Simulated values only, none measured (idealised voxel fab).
Process module heading - voxel fin reveal
Section shown: cut. Width: 180 nm. Cell size: 5 nm, square.
Square cells in a grid make up a cross-section in this document, and the grid is given as bands, listed from the top down, each one or more rows of cells.
What a band's entry tells you: where the top is and where the bottom is, as heights in nm, and after that what lies inside, material by material from left to right, each with its width in nm. Empty space is written as the word "air", and a single material marked with the word "edge to edge" occupies the band from edge to edge.
The reference from which all heights are counted is 0, the level beneath which the as-received wafer is entirely one material; the lowest band, having no lower bound, proceeds downward and is written after the example "0 down".
With a width like "30->40", each row of cells in the band differs from the next by the same amount, the top row carrying the first number and the bottom row the second.
"stayed the same", as given for a step, is the statement that not any cell of the cross-section underwent a change during that step.
"Closed void listing" contains a list of empty spaces, each no smaller than 8 cells and without an open way to the top, written in the form width x height at distance with the distance from the left edge and all three in nm.
It should be noted that, on the line of a given step, the content following the step's settings is a remark produced by the simulator itself with respect to that step.
The line of a step may include "overlay nm". On a step with a mask, this value is how far to the right of its planned place the mask lay. A negative value means the mask lay to the left.
-- These are the steps we planned for the process
1) RECEIVE: material Si
2) CONFORMAL_DEP: material SiN, thk nm 10
3) MASKED_ETCH: tone cover, mask id FINS, width nm 15, pitch nm 40, etch materials SiN, depth nm 10, overlay nm 0
4) MASKED_ETCH: tone cover, mask id FINS, width nm 15, pitch nm 40, etch materials Si, depth nm 30, overlay nm 0
5) FILL_DEP: material SiO2, thk nm 5
6) CMP: height nm 10
7) SELECTIVE_ETCH: etch materials SiO2, depth nm 25
8) STRIP: etch materials SiN
-- So this is the incoming wafer in cross-section - it's already been through step 1
    0 down  Si edge to edge
    Closed void listing: none
-- Wafer cross-section at end of module: start and plan as shown above, one execution error
    0 to -5  60 nm air  15 nm Si  25 nm air  15 nm Si  65 nm air
    -5 to -30  60 nm SiO2  15 nm Si  25 nm SiO2  15 nm Si  65 nm SiO2
    -30 down  Si edge to edge
    Closed void listing: none
Which mistake was made when the wafer was run? heads up, step 7 didn't go per plan, it actually ran as SELECTIVE_ETCH: etch materials SiO2, depth nm 15
